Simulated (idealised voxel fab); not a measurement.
The name of this process module is voxel self aligned vias.
For reference, the cross-section in this document is cut, with width 185 nm and square cells of 5 nm.
Cross-sections here: square-cell grids, written as top-down lists of bands, a band being one or more rows of cells. The band entry comprises the height of the band's top followed by the height of its bottom, expressed in nm, and subsequently the band's materials from left to right, each stated together with its width in nm. Where a single material is marked with the word "edge to edge", that material fills the band from edge to edge. The word "empty" represents empty space. All heights in this document are referenced to 0, defined as the level beneath which the wafer, as received, consists entirely of one material. The lowest band is not bounded below; it extends indefinitely downward and is written in the form "top 0, no bottom". It should be noted that a width expressed as "30 to 40" varies in equal increments from row to row of cells within the band, taking the value of the first number at the top row and that of the second number at the bottom row. You'll sometimes find "no modification" written for a step, and that's the way of saying that nowhere in the cross-section did a cell change during that step. Closed-off voids of 8+ cells (no open route to the top) go in "Closed void listing", written width x height at distance from the left edge, in nm. Formally, on a step line, whatever follows the settings is a remark that the simulator itself makes on the step. overlay nm: mask right of planned place by this much (step with mask). Neg. = left. How should the pairs below be read? Each gives the cross-section before one process step and the cross-section after it, the latter drawn only to the lowest band that changed; the step that lies between them, with its settings, appears under the pair. Does a pair pick up where the pair above left off? Only where its entry headed "Pre-step cross-section" says so, since pairs can come from different runs of this module on the same starting wafer.

Pre-step cross-section:
- top 0, no bottom  Si edge to edge
- Closed void listing: none

After:
- top 10, bottom 0  SiO2 edge to edge
- For the remainder of the cross-section, below 0, there is no change.
- Closed void listing: none
What is the step between the two cross-sections above? CONFORMAL_DEP, material SiO2, thk nm 10

Pre-step cross-section: The pre-step condition corresponds to the post-step cross-section depicted in the pair directly above.

After:
- top 15, bottom 10  SiCN edge to edge
- For the remainder of the cross-section, below 10, there is no change.
- Closed void listing: none
What is the step between the two cross-sections above? CONFORMAL_DEP, material SiCN, thk nm 5

Pre-step cross-section: The pre-step condition corresponds to the post-step cross-section depicted in the pair directly above.

After:
- top 45, bottom 15  SiO2 edge to edge
- For the remainder of the cross-section, below 15, there is no change.
- Closed void listing: none
What is the step between the two cross-sections above? DIRECTIONAL_DEP, material SiO2, thk nm 30

Pre-step cross-section: The pre-step condition corresponds to the post-step cross-section depicted in the pair directly above.

After:
- top 60, bottom 45  resist=55  empty=20  resist=35  empty=20  resist=55
- For the remainder of the cross-section, below 45, there is no change.
- Closed void listing: none
What is the step between the two cross-sections above? PATTERN, tone open, mask id LINES, material resist, width nm 20, pitch nm 55, thk nm 15, overlay nm 0

Pre-step cross-section: The pre-step condition corresponds to the post-step cross-section depicted in the pair directly above.

After:
- top 60, bottom 45  resist=55  empty=20  resist=35  empty=20  resist=55
- top 45, bottom 15  SiO2=55  empty=20  SiO2=35  empty=20  SiO2=55
- For the remainder of the cross-section, below 15, there is no change.
- Closed void listing: none
What is the step between the two cross-sections above? DIRECTIONAL_ETCH, etch materials SiO2, depth nm 30

Pre-step cross-section: The pre-step condition corresponds to the post-step cross-section depicted in the pair directly above.

After:
- top 45, bottom 15  SiO2=55  empty=20  SiO2=35  empty=20  SiO2=55
- For the remainder of the cross-section, below 15, there is no change.
- Closed void listing: none
What is the step between the two cross-sections above? STRIP, etch materials resist

Pre-step cross-section: The pre-step condition corresponds to the post-step cross-section depicted in the pair directly above.

After:
- top 50, bottom 45  TiN=60  empty=10  TiN=45  empty=10  TiN=60
- top 45, bottom 20  SiO2=55  TiN=5  empty=10  TiN=5  SiO2=35  TiN=5  empty=10  TiN=5  SiO2=55
- top 20, bottom 15  SiO2=55  TiN=20  SiO2=35  TiN=20  SiO2=55
- For the remainder of the cross-section, below 15, there is no change.
- Closed void listing: none
What is the step between the two cross-sections above? CONFORMAL_DEP, material TiN, thk nm 5

Pre-step cross-section: The pre-step condition corresponds to the post-step cross-section depicted in the pair directly above.

After:
- top 60, bottom 50  Ru edge to edge
- top 50, bottom 45  TiN=60  Ru=10  TiN=45  Ru=10  TiN=60
- top 45, bottom 20  SiO2=55  TiN=5  Ru=10  TiN=5  SiO2=35  TiN=5  Ru=10  TiN=5  SiO2=55
- For the remainder of the cross-section, below 20, there is no change.
- Closed void listing: none
What is the step between the two cross-sections above? FILL_DEP, material Ru, thk nm 10

Pre-step cross-section: The pre-step condition corresponds to the post-step cross-section depicted in the pair directly above.

After:
- top 45, bottom 20  SiO2=55  TiN=5  Ru=10  TiN=5  SiO2=35  TiN=5  Ru=10  TiN=5  SiO2=55
- For the remainder of the cross-section, below 20, there is no change.
- Closed void listing: none
What is the step between the two cross-sections above? CMP, height nm 45

Pre-step cross-section: The pre-step condition corresponds to the post-step cross-section depicted in the pair directly above.

After:
- top 45, bottom 40  SiO2=55  empty=20  SiO2=35  empty=20  SiO2=55
- For the remainder of the cross-section, below 40, there is no change.
- Closed void listing: none
What is the step between the two cross-sections above? SELECTIVE_ETCH, etch materials W Ru TiN, depth nm 5

Pre-step cross-section: The pre-step condition corresponds to the post-step cross-section depicted in the pair directly above.

After:
- top 55, bottom 45  SiN edge to edge
- top 45, bottom 40  SiO2=55  SiN=20  SiO2=35  SiN=20  SiO2=55
- For the remainder of the cross-section, below 40, there is no change.
- Closed void listing: none
What is the step between the two cross-sections above? FILL_DEP, material SiN, thk nm 10

Pre-step cross-section: The pre-step condition corresponds to the post-step cross-section depicted in the pair directly above.

After:
- top 45, bottom 40  SiO2=55  SiN=20  SiO2=35  SiN=20  SiO2=55
- For the remainder of the cross-section, below 40, there is no change.
- Closed void listing: none
What is the step between the two cross-sections above? CMP, height nm 45

Pre-step cross-section: The pre-step condition corresponds to the post-step cross-section depicted in the pair directly above.

After:
- top 60, bottom 45  SiO2 edge to edge
- For the remainder of the cross-section, below 45, there is no change.
- Closed void listing: none
What is the step between the two cross-sections above? DIRECTIONAL_DEP, material SiO2, thk nm 15

Pre-step cross-section: The pre-step condition corresponds to the post-step cross-section depicted in the pair directly above.

After:
- top 80, bottom 60  resist=50  empty=30  resist=25  empty=30  resist=50
- For the remainder of the cross-section, below 60, there is no change.
- Closed void listing: none
What is the step between the two cross-sections above? PATTERN, tone open, mask id VIAS, material resist, width nm 30, pitch nm 55, thk nm 20, overlay nm 0

Pre-step cross-section: The pre-step condition corresponds to the post-step cross-section depicted in the pair directly above.

After:
- top 80, bottom 60  resist=50  empty=30  resist=25  empty=30  resist=50
- top 60, bottom 45  SiO2=50  empty=30  SiO2=25  empty=30  SiO2=50
- For the remainder of the cross-section, below 45, there is no change.
- Closed void listing: none
What is the step between the two cross-sections above? DIRECTIONAL_ETCH, etch materials SiO2, depth nm 15

Pre-step cross-section: The pre-step condition corresponds to the post-step cross-section depicted in the pair directly above.

After:
- top 80, bottom 60  resist=50  empty=30  resist=25  empty=30  resist=50
- top 60, bottom 45  SiO2=50  empty=30  SiO2=25  empty=30  SiO2=50
- top 45, bottom 40  SiO2=55  empty=20  SiO2=35  empty=20  SiO2=55
- For the remainder of the cross-section, below 40, there is no change.
- Closed void listing: none
What is the step between the two cross-sections above? DIRECTIONAL_ETCH, etch materials SiN, depth nm 5

Pre-step cross-section: The pre-step condition corresponds to the post-step cross-section depicted in the pair directly above.

After:
- top 60, bottom 45  SiO2=50  empty=30  SiO2=25  empty=30  SiO2=50
- For the remainder of the cross-section, below 45, there is no change.
- Closed void listing: none
What is the step between the two cross-sections above? STRIP, etch materials resist

Pre-step cross-section: The pre-step condition corresponds to the post-step cross-section depicted in the pair directly above.

After:
- top 65, bottom 60  TiN=55  empty=20  TiN=35  empty=20  TiN=55
- top 60, bottom 50  SiO2=50  TiN=5  empty=20  TiN=5  SiO2=25  TiN=5  empty=20  TiN=5  SiO2=50
- top 50, bottom 45  SiO2=50  TiN=10  empty=10  TiN=10  SiO2=25  TiN=10  empty=10  TiN=10  SiO2=50
- top 45, bottom 40  SiO2=55  TiN=20  SiO2=35  TiN=20  SiO2=55
- For the remainder of the cross-section, below 40, there is no change.
- Closed void listing: none
What is the step between the two cross-sections above? CONFORMAL_DEP, material TiN, thk nm 5

Pre-step cross-section: The pre-step condition corresponds to the post-step cross-section depicted in the pair directly above.

After:
- top 75, bottom 65  Cu edge to edge
- top 65, bottom 60  TiN=55  Cu=20  TiN=35  Cu=20  TiN=55
- top 60, bottom 50  SiO2=50  TiN=5  Cu=20  TiN=5  SiO2=25  TiN=5  Cu=20  TiN=5  SiO2=50
- top 50, bottom 45  SiO2=50  TiN=10  Cu=10  TiN=10  SiO2=25  TiN=10  Cu=10  TiN=10  SiO2=50
- For the remainder of the cross-section, below 45, there is no change.
- Closed void listing: none
What is the step between the two cross-sections above? FILL_DEP, material Cu, thk nm 10

Pre-step cross-section: The pre-step condition corresponds to the post-step cross-section depicted in the pair directly above.

After:
- top 60, bottom 50  SiO2=50  TiN=5  Cu=20  TiN=5  SiO2=25  TiN=5  Cu=20  TiN=5  SiO2=50
- For the remainder of the cross-section, below 50, there is no change.
- Closed void listing: none
What is the step between the two cross-sections above? CMP, height nm 60

Pre-step cross-section: The pre-step condition corresponds to the post-step cross-section depicted in the pair directly above.

After:
- top 65, bottom 60  SiN edge to edge
- For the remainder of the cross-section, below 60, there is no change.
- Closed void listing: none
What is the step between the two cross-sections above? CONFORMAL_DEP, material SiN, thk nm 5

Pre-step cross-section:
- top 75, bottom 65  Cu edge to edge
- top 65, bottom 60  TiN=55  Cu=20  TiN=35  Cu=20  TiN=55
- top 60, bottom 50  SiO2=50  TiN=5  Cu=20  TiN=5  SiO2=25  TiN=5  Cu=20  TiN=5  SiO2=50
- top 50, bottom 45  SiO2=50  TiN=10  Cu=10  TiN=10  SiO2=25  TiN=10  Cu=10  TiN=10  SiO2=50
- top 45, bottom 40  SiO2=55  TiN=20  SiO2=35  TiN=20  SiO2=55
- top 40, bottom 20  SiO2=55  TiN=5  Ru=10  TiN=5  SiO2=35  TiN=5  Ru=10  TiN=5  SiO2=55
- top 20, bottom 15  SiO2=55  TiN=20  SiO2=35  TiN=20  SiO2=55
- top 15, bottom 10  SiCN edge to edge
- top 10, bottom 0  SiO2 edge to edge
- top 0, no bottom  Si edge to edge
- Closed void listing: none

After:
- top 80, bottom 75  SiN edge to edge
- For the remainder of the cross-section, below 75, there is no change.
- Closed void listing: none
What is the step between the two cross-sections above? CONFORMAL_DEP, material SiN, thk nm 5

Pre-step cross-section:
- top 80, bottom 60  resist=50  empty=30  resist=25  empty=30  resist=50
- top 60, bottom 45  SiO2=50  empty=30  SiO2=25  empty=30  SiO2=50
- top 45, bottom 40  SiO2=55  SiN=20  SiO2=35  SiN=20  SiO2=55
- top 40, bottom 20  SiO2=55  TiN=5  Ru=10  TiN=5  SiO2=35  TiN=5  Ru=10  TiN=5  SiO2=55
- top 20, bottom 15  SiO2=55  TiN=20  SiO2=35  TiN=20  SiO2=55
- top 15, bottom 10  SiCN edge to edge
- top 10, bottom 0  SiO2 edge to edge
- top 0, no bottom  Si edge to edge
- Closed void listing: none

After:
- top 80, bottom 60  resist=50  empty=30  resist=25  empty=30  resist=50
- top 60, bottom 45  SiO2=50  empty=30  SiO2=25  empty=30  SiO2=50
- top 45, bottom 40  SiO2=50  empty=5  SiN=20  empty=5  SiO2=25  empty=5  SiN=20  empty=5  SiO2=50
- top 40, bottom 30  SiO2=50  empty=5  TiN=5  Ru=10  TiN=5  empty=5  SiO2=25  empty=5  TiN=5  Ru=10  TiN=5  empty=5  SiO2=50
- For the remainder of the cross-section, below 30, there is no change.
- Closed void listing: none
What is the step between the two cross-sections above? DIRECTIONAL_ETCH, etch materials SiO2, depth nm 15

Pre-step cross-section: The pre-step condition corresponds to the post-step cross-section depicted in the pair directly above.

After:
- top 80, bottom 60  resist=50  empty=30  resist=25  empty=30  resist=50
- top 60, bottom 40  SiO2=50  empty=30  SiO2=25  empty=30  SiO2=50
- For the remainder of the cross-section, below 40, there is no change.
- Closed void listing: none
What is the step between the two cross-sections above? DIRECTIONAL_ETCH, etch materials SiN, depth nm 5

Pre-step cross-section: The pre-step condition corresponds to the post-step cross-section depicted in the pair directly above.

After:
- top 60, bottom 40  SiO2=50  empty=30  SiO2=25  empty=30  SiO2=50
- For the remainder of the cross-section, below 40, there is no change.
- Closed void listing: none
What is the step between the two cross-sections above? STRIP, etch materials resist

Pre-step cross-section: The pre-step condition corresponds to the post-step cross-section depicted in the pair directly above.

After:
- top 65, bottom 60  TiN=55  empty=20  TiN=35  empty=20  TiN=55
- top 60, bottom 45  SiO2=50  TiN=5  empty=20  TiN=5  SiO2=25  TiN=5  empty=20  TiN=5  SiO2=50
- top 45, bottom 40  SiO2=50  TiN=30  SiO2=25  TiN=30  SiO2=50
- top 40, bottom 30  SiO2=50  TiN=10  Ru=10  TiN=10  SiO2=25  TiN=10  Ru=10  TiN=10  SiO2=50
- For the remainder of the cross-section, below 30, there is no change.
- Closed void listing: none
What is the step between the two cross-sections above? CONFORMAL_DEP, material TiN, thk nm 5

Pre-step cross-section: The pre-step condition corresponds to the post-step cross-section depicted in the pair directly above.

After:
- top 75, bottom 65  Cu edge to edge
- top 65, bottom 60  TiN=55  Cu=20  TiN=35  Cu=20  TiN=55
- top 60, bottom 45  SiO2=50  TiN=5  Cu=20  TiN=5  SiO2=25  TiN=5  Cu=20  TiN=5  SiO2=50
- For the remainder of the cross-section, below 45, there is no change.
- Closed void listing: none
What is the step between the two cross-sections above? FILL_DEP, material Cu, thk nm 10

Pre-step cross-section: The pre-step condition corresponds to the post-step cross-section depicted in the pair directly above.

After:
- top 60, bottom 45  SiO2=50  TiN=5  Cu=20  TiN=5  SiO2=25  TiN=5  Cu=20  TiN=5  SiO2=50
- For the remainder of the cross-section, below 45, there is no change.
- Closed void listing: none
What is the step between the two cross-sections above? CMP, height nm 60

Pre-step cross-section: The pre-step condition corresponds to the post-step cross-section depicted in the pair directly above.

After:
- top 65, bottom 60  SiN edge to edge
- For the remainder of the cross-section, below 60, there is no change.
- Closed void listing: none
What is the step between the two cross-sections above? CONFORMAL_DEP, material SiN, thk nm 5

Pre-step cross-section:
- top 0, no bottom  Si edge to edge
- Closed void listing: none

After:
- top 5, bottom 0  SiCN edge to edge
- For the remainder of the cross-section, below 0, there is no change.
- Closed void listing: none
What is the step between the two cross-sections above? CONFORMAL_DEP, material SiCN, thk nm 5

Pre-step cross-section: The pre-step condition corresponds to the post-step cross-section depicted in the pair directly above.

After:
- top 15, bottom 5  SiO2 edge to edge
- For the remainder of the cross-section, below 5, there is no change.
- Closed void listing: none
What is the step between the two cross-sections above? CONFORMAL_DEP, material SiO2, thk nm 10

Pre-step cross-section: The pre-step condition corresponds to the post-step cross-section depicted in the pair directly above.

After:
- top 45, bottom 5  SiO2 edge to edge
- For the remainder of the cross-section, below 5, there is no change.
- Closed void listing: none
What is the step between the two cross-sections above? DIRECTIONAL_DEP, material SiO2, thk nm 30

Pre-step cross-section: The pre-step condition corresponds to the post-step cross-section depicted in the pair directly above.

After:
- top 60, bottom 45  resist=55  empty=20  resist=35  empty=20  resist=55
- For the remainder of the cross-section, below 45, there is no change.
- Closed void listing: none
What is the step between the two cross-sections above? PATTERN, tone open, mask id LINES, material resist, width nm 20, pitch nm 55, thk nm 15, overlay nm 0

Pre-step cross-section: The pre-step condition corresponds to the post-step cross-section depicted in the pair directly above.

After:
- top 60, bottom 45  resist=55  empty=20  resist=35  empty=20  resist=55
- top 45, bottom 15  SiO2=55  empty=20  SiO2=35  empty=20  SiO2=55
- For the remainder of the cross-section, below 15, there is no change.
- Closed void listing: none
What is the step between the two cross-sections above? DIRECTIONAL_ETCH, etch materials SiO2, depth nm 30

Pre-step cross-section: The pre-step condition corresponds to the post-step cross-section depicted in the pair directly above.

After:
- top 45, bottom 15  SiO2=55  empty=20  SiO2=35  empty=20  SiO2=55
- For the remainder of the cross-section, below 15, there is no change.
- Closed void listing: none
What is the step between the two cross-sections above? STRIP, etch materials resist

Pre-step cross-section: The pre-step condition corresponds to the post-step cross-section depicted in the pair directly above.

After:
- top 50, bottom 45  TiN=60  empty=10  TiN=45  empty=10  TiN=60
- top 45, bottom 20  SiO2=55  TiN=5  empty=10  TiN=5  SiO2=35  TiN=5  empty=10  TiN=5  SiO2=55
- top 20, bottom 15  SiO2=55  TiN=20  SiO2=35  TiN=20  SiO2=55
- For the remainder of the cross-section, below 15, there is no change.
- Closed void listing: none
What is the step between the two cross-sections above? CONFORMAL_DEP, material TiN, thk nm 5

Pre-step cross-section: The pre-step condition corresponds to the post-step cross-section depicted in the pair directly above.

After:
- top 60, bottom 50  Ru edge to edge
- top 50, bottom 45  TiN=60  Ru=10  TiN=45  Ru=10  TiN=60
- top 45, bottom 20  SiO2=55  TiN=5  Ru=10  TiN=5  SiO2=35  TiN=5  Ru=10  TiN=5  SiO2=55
- For the remainder of the cross-section, below 20, there is no change.
- Closed void listing: none
What is the step between the two cross-sections above? FILL_DEP, material Ru, thk nm 10

Pre-step cross-section: The pre-step condition corresponds to the post-step cross-section depicted in the pair directly above.

After:
- top 45, bottom 20  SiO2=55  TiN=5  Ru=10  TiN=5  SiO2=35  TiN=5  Ru=10  TiN=5  SiO2=55
- For the remainder of the cross-section, below 20, there is no change.
- Closed void listing: none
What is the step between the two cross-sections above? CMP, height nm 45

Pre-step cross-section: The pre-step condition corresponds to the post-step cross-section depicted in the pair directly above.

After:
- top 45, bottom 40  SiO2=55  empty=20  SiO2=35  empty=20  SiO2=55
- For the remainder of the cross-section, below 40, there is no change.
- Closed void listing: none
What is the step between the two cross-sections above? SELECTIVE_ETCH, etch materials W Ru TiN, depth nm 5

Pre-step cross-section: The pre-step condition corresponds to the post-step cross-section depicted in the pair directly above.

After:
- top 55, bottom 45  SiN edge to edge
- top 45, bottom 40  SiO2=55  SiN=20  SiO2=35  SiN=20  SiO2=55
- For the remainder of the cross-section, below 40, there is no change.
- Closed void listing: none
What is the step between the two cross-sections above? FILL_DEP, material SiN, thk nm 10

Pre-step cross-section: The pre-step condition corresponds to the post-step cross-section depicted in the pair directly above.

After:
- top 45, bottom 40  SiO2=55  SiN=20  SiO2=35  SiN=20  SiO2=55
- For the remainder of the cross-section, below 40, there is no change.
- Closed void listing: none
What is the step between the two cross-sections above? CMP, height nm 45

Pre-step cross-section: The pre-step condition corresponds to the post-step cross-section depicted in the pair directly above.

After:
- top 60, bottom 45  SiO2 edge to edge
- For the remainder of the cross-section, below 45, there is no change.
- Closed void listing: none
What is the step between the two cross-sections above? DIRECTIONAL_DEP, material SiO2, thk nm 15

Pre-step cross-section: The pre-step condition corresponds to the post-step cross-section depicted in the pair directly above.

After:
- top 80, bottom 60  resist=50  empty=30  resist=25  empty=30  resist=50
- For the remainder of the cross-section, below 60, there is no change.
- Closed void listing: none
What is the step between the two cross-sections above? PATTERN, tone open, mask id VIAS, material resist, width nm 30, pitch nm 55, thk nm 20, overlay nm 0

Pre-step cross-section: The pre-step condition corresponds to the post-step cross-section depicted in the pair directly above.

After:
- top 80, bottom 60  resist=50  empty=30  resist=25  empty=30  resist=50
- top 60, bottom 45  SiO2=50  empty=30  SiO2=25  empty=30  SiO2=50
- For the remainder of the cross-section, below 45, there is no change.
- Closed void listing: none
What is the step between the two cross-sections above? DIRECTIONAL_ETCH, etch materials SiO2, depth nm 15

Pre-step cross-section: The pre-step condition corresponds to the post-step cross-section depicted in the pair directly above.

After:
- top 80, bottom 60  resist=50  empty=30  resist=25  empty=30  resist=50
- top 60, bottom 45  SiO2=50  empty=30  SiO2=25  empty=30  SiO2=50
- top 45, bottom 40  SiO2=55  empty=20  SiO2=35  empty=20  SiO2=55
- For the remainder of the cross-section, below 40, there is no change.
- Closed void listing: none
What is the step between the two cross-sections above? DIRECTIONAL_ETCH, etch materials SiN, depth nm 5

Pre-step cross-section: The pre-step condition corresponds to the post-step cross-section depicted in the pair directly above.

After:
- top 60, bottom 45  SiO2=50  empty=30  SiO2=25  empty=30  SiO2=50
- For the remainder of the cross-section, below 45, there is no change.
- Closed void listing: none
What is the step between the two cross-sections above? STRIP, etch materials resist

Pre-step cross-section: The pre-step condition corresponds to the post-step cross-section depicted in the pair directly above.

After:
- top 65, bottom 60  TiN=55  empty=20  TiN=35  empty=20  TiN=55
- top 60, bottom 50  SiO2=50  TiN=5  empty=20  TiN=5  SiO2=25  TiN=5  empty=20  TiN=5  SiO2=50
- top 50, bottom 45  SiO2=50  TiN=10  empty=10  TiN=10  SiO2=25  TiN=10  empty=10  TiN=10  SiO2=50
- top 45, bottom 40  SiO2=55  TiN=20  SiO2=35  TiN=20  SiO2=55
- For the remainder of the cross-section, below 40, there is no change.
- Closed void listing: none
What is the step between the two cross-sections above? CONFORMAL_DEP, material TiN, thk nm 5

Pre-step cross-section: The pre-step condition corresponds to the post-step cross-section depicted in the pair directly above.

After:
- top 75, bottom 65  Cu edge to edge
- top 65, bottom 60  TiN=55  Cu=20  TiN=35  Cu=20  TiN=55
- top 60, bottom 50  SiO2=50  TiN=5  Cu=20  TiN=5  SiO2=25  TiN=5  Cu=20  TiN=5  SiO2=50
- top 50, bottom 45  SiO2=50  TiN=10  Cu=10  TiN=10  SiO2=25  TiN=10  Cu=10  TiN=10  SiO2=50
- For the remainder of the cross-section, below 45, there is no change.
- Closed void listing: none
What is the step between the two cross-sections above? FILL_DEP, material Cu, thk nm 10

Pre-step cross-section: The pre-step condition corresponds to the post-step cross-section depicted in the pair directly above.

After:
- top 60, bottom 50  SiO2=50  TiN=5  Cu=20  TiN=5  SiO2=25  TiN=5  Cu=20  TiN=5  SiO2=50
- For the remainder of the cross-section, below 50, there is no change.
- Closed void listing: none
What is the step between the two cross-sections above? CMP, height nm 60

Pre-step cross-section: The pre-step condition corresponds to the post-step cross-section depicted in the pair directly above.

After:
- top 65, bottom 60  SiN edge to edge
- For the remainder of the cross-section, below 60, there is no change.
- Closed void listing: none
What is the step between the two cross-sections above? CONFORMAL_DEP, material SiN, thk nm 5

Pre-step cross-section:
- top 45, bottom 20  SiO2=55  TiN=5  Ru=10  TiN=5  SiO2=35  TiN=5  Ru=10  TiN=5  SiO2=55
- top 20, bottom 15  SiO2=55  TiN=20  SiO2=35  TiN=20  SiO2=55
- top 15, bottom 10  SiCN edge to edge
- top 10, bottom 0  SiO2 edge to edge
- top 0, no bottom  Si edge to edge
- Closed void listing: none

After:
- top 45, bottom 30  SiO2=55  empty=20  SiO2=35  empty=20  SiO2=55
- For the remainder of the cross-section, below 30, there is no change.
- Closed void listing: none
What is the step between the two cross-sections above? SELECTIVE_ETCH, etch materials W Ru TiN, depth nm 15

Pre-step cross-section: The pre-step condition corresponds to the post-step cross-section depicted in the pair directly above.

After:
- top 55, bottom 45  SiN edge to edge
- top 45, bottom 30  SiO2=55  SiN=20  SiO2=35  SiN=20  SiO2=55
- For the remainder of the cross-section, below 30, there is no change.
- Closed void listing: none
What is the step between the two cross-sections above? FILL_DEP, material SiN, thk nm 10

Pre-step cross-section: The pre-step condition corresponds to the post-step cross-section depicted in the pair directly above.

After:
- top 45, bottom 30  SiO2=55  SiN=20  SiO2=35  SiN=20  SiO2=55
- For the remainder of the cross-section, below 30, there is no change.
- Closed void listing: none
What is the step between the two cross-sections above? CMP, height nm 45

Pre-step cross-section: The pre-step condition corresponds to the post-step cross-section depicted in the pair directly above.

After:
- top 60, bottom 45  SiO2 edge to edge
- For the remainder of the cross-section, below 45, there is no change.
- Closed void listing: none
What is the step between the two cross-sections above? DIRECTIONAL_DEP, material SiO2, thk nm 15

Pre-step cross-section: The pre-step condition corresponds to the post-step cross-section depicted in the pair directly above.

After:
- top 80, bottom 60  resist=50  empty=30  resist=25  empty=30  resist=50
- For the remainder of the cross-section, below 60, there is no change.
- Closed void listing: none
What is the step between the two cross-sections above? PATTERN, tone open, mask id VIAS, material resist, width nm 30, pitch nm 55, thk nm 20, overlay nm 0

Pre-step cross-section: The pre-step condition corresponds to the post-step cross-section depicted in the pair directly above.

After:
- top 80, bottom 60  resist=50  empty=30  resist=25  empty=30  resist=50
- top 60, bottom 45  SiO2=50  empty=30  SiO2=25  empty=30  SiO2=50
- For the remainder of the cross-section, below 45, there is no change.
- Closed void listing: none
What is the step between the two cross-sections above? DIRECTIONAL_ETCH, etch materials SiO2, depth nm 15

Pre-step cross-section: The pre-step condition corresponds to the post-step cross-section depicted in the pair directly above.

After:
- top 80, bottom 60  resist=50  empty=30  resist=25  empty=30  resist=50
- top 60, bottom 45  SiO2=50  empty=30  SiO2=25  empty=30  SiO2=50
- top 45, bottom 40  SiO2=55  empty=20  SiO2=35  empty=20  SiO2=55
- For the remainder of the cross-section, below 40, there is no change.
- Closed void listing: none
What is the step between the two cross-sections above? DIRECTIONAL_ETCH, etch materials SiN, depth nm 5

Pre-step cross-section: The pre-step condition corresponds to the post-step cross-section depicted in the pair directly above.

After:
- top 60, bottom 45  SiO2=50  empty=30  SiO2=25  empty=30  SiO2=50
- For the remainder of the cross-section, below 45, there is no change.
- Closed void listing: none
What is the step between the two cross-sections above? STRIP, etch materials resist

Pre-step cross-section: The pre-step condition corresponds to the post-step cross-section depicted in the pair directly above.

After:
- top 65, bottom 60  TiN=55  empty=20  TiN=35  empty=20  TiN=55
- top 60, bottom 50  SiO2=50  TiN=5  empty=20  TiN=5  SiO2=25  TiN=5  empty=20  TiN=5  SiO2=50
- top 50, bottom 45  SiO2=50  TiN=10  empty=10  TiN=10  SiO2=25  TiN=10  empty=10  TiN=10  SiO2=50
- top 45, bottom 40  SiO2=55  TiN=20  SiO2=35  TiN=20  SiO2=55
- For the remainder of the cross-section, below 40, there is no change.
- Closed void listing: none
What is the step between the two cross-sections above? CONFORMAL_DEP, material TiN, thk nm 5

Pre-step cross-section: The pre-step condition corresponds to the post-step cross-section depicted in the pair directly above.

After:
- top 75, bottom 65  Cu edge to edge
- top 65, bottom 60  TiN=55  Cu=20  TiN=35  Cu=20  TiN=55
- top 60, bottom 50  SiO2=50  TiN=5  Cu=20  TiN=5  SiO2=25  TiN=5  Cu=20  TiN=5  SiO2=50
- top 50, bottom 45  SiO2=50  TiN=10  Cu=10  TiN=10  SiO2=25  TiN=10  Cu=10  TiN=10  SiO2=50
- For the remainder of the cross-section, below 45, there is no change.
- Closed void listing: none
What is the step between the two cross-sections above? FILL_DEP, material Cu, thk nm 10

Pre-step cross-section: The pre-step condition corresponds to the post-step cross-section depicted in the pair directly above.

After:
- top 60, bottom 50  SiO2=50  TiN=5  Cu=20  TiN=5  SiO2=25  TiN=5  Cu=20  TiN=5  SiO2=50
- For the remainder of the cross-section, below 50, there is no change.
- Closed void listing: none
What is the step between the two cross-sections above? CMP, height nm 60

Pre-step cross-section: The pre-step condition corresponds to the post-step cross-section depicted in the pair directly above.

After:
- top 65, bottom 60  SiN edge to edge
- For the remainder of the cross-section, below 60, there is no change.
- Closed void listing: none
What is the step between the two cross-sections above? CONFORMAL_DEP, material SiN, thk nm 5

Pre-step cross-section:
- top 60, bottom 45  SiO2 edge to edge
- top 45, bottom 40  SiO2=55  SiN=20  SiO2=35  SiN=20  SiO2=55
- top 40, bottom 20  SiO2=55  TiN=5  Ru=10  TiN=5  SiO2=35  TiN=5  Ru=10  TiN=5  SiO2=55
- top 20, bottom 15  SiO2=55  TiN=20  SiO2=35  TiN=20  SiO2=55
- top 15, bottom 10  SiCN edge to edge
- top 10, bottom 0  SiO2 edge to edge
- top 0, no bottom  Si edge to edge
- Closed void listing: none

After:
- top 80, bottom 60  resist=55  empty=25  resist=30  empty=25  resist=50
- For the remainder of the cross-section, below 60, there is no change.
- Closed void listing: none
What is the step between the two cross-sections above? PATTERN, tone open, mask id VIAS, material resist, width nm 25, pitch nm 55, thk nm 20, overlay nm 0

Pre-step cross-section: The pre-step condition corresponds to the post-step cross-section depicted in the pair directly above.

After:
- top 80, bottom 60  resist=55  empty=25  resist=30  empty=25  resist=50
- top 60, bottom 45  SiO2=55  empty=25  SiO2=30  empty=25  SiO2=50
- For the remainder of the cross-section, below 45, there is no change.
- Closed void listing: none
What is the step between the two cross-sections above? DIRECTIONAL_ETCH, etch materials SiO2, depth nm 15

Pre-step cross-section: The pre-step condition corresponds to the post-step cross-section depicted in the pair directly above.

After:
- top 80, bottom 60  resist=55  empty=25  resist=30  empty=25  resist=50
- top 60, bottom 45  SiO2=55  empty=25  SiO2=30  empty=25  SiO2=50
- top 45, bottom 40  SiO2=55  empty=20  SiO2=35  empty=20  SiO2=55
- For the remainder of the cross-section, below 40, there is no change.
- Closed void listing: none
What is the step between the two cross-sections above? DIRECTIONAL_ETCH, etch materials SiN, depth nm 5

Pre-step cross-section: The pre-step condition corresponds to the post-step cross-section depicted in the pair directly above.

After:
- top 60, bottom 45  SiO2=55  empty=25  SiO2=30  empty=25  SiO2=50
- For the remainder of the cross-section, below 45, there is no change.
- Closed void listing: none
What is the step between the two cross-sections above? STRIP, etch materials resist

Pre-step cross-section: The pre-step condition corresponds to the post-step cross-section depicted in the pair directly above.

After:
- top 65, bottom 60  TiN=60  empty=15  TiN=40  empty=15  TiN=55
- top 60, bottom 50  SiO2=55  TiN=5  empty=15  TiN=5  SiO2=30  TiN=5  empty=15  TiN=5  SiO2=50
- top 50, bottom 45  SiO2=55  TiN=5  empty=10  TiN=10  SiO2=30  TiN=5  empty=10  TiN=10  SiO2=50
- top 45, bottom 40  SiO2=55  TiN=20  SiO2=35  TiN=20  SiO2=55
- For the remainder of the cross-section, below 40, there is no change.
- Closed void listing: none
What is the step between the two cross-sections above? CONFORMAL_DEP, material TiN, thk nm 5

Pre-step cross-section: The pre-step condition corresponds to the post-step cross-section depicted in the pair directly above.

After:
- top 75, bottom 65  Cu edge to edge
- top 65, bottom 60  TiN=60  Cu=15  TiN=40  Cu=15  TiN=55
- top 60, bottom 50  SiO2=55  TiN=5  Cu=15  TiN=5  SiO2=30  TiN=5  Cu=15  TiN=5  SiO2=50
- top 50, bottom 45  SiO2=55  TiN=5  Cu=10  TiN=10  SiO2=30  TiN=5  Cu=10  TiN=10  SiO2=50
- For the remainder of the cross-section, below 45, there is no change.
- Closed void listing: none
What is the step between the two cross-sections above? FILL_DEP, material Cu, thk nm 10

Pre-step cross-section: The pre-step condition corresponds to the post-step cross-section depicted in the pair directly above.

After:
- top 60, bottom 50  SiO2=55  TiN=5  Cu=15  TiN=5  SiO2=30  TiN=5  Cu=15  TiN=5  SiO2=50
- For the remainder of the cross-section, below 50, there is no change.
- Closed void listing: none
What is the step between the two cross-sections above? CMP, height nm 60
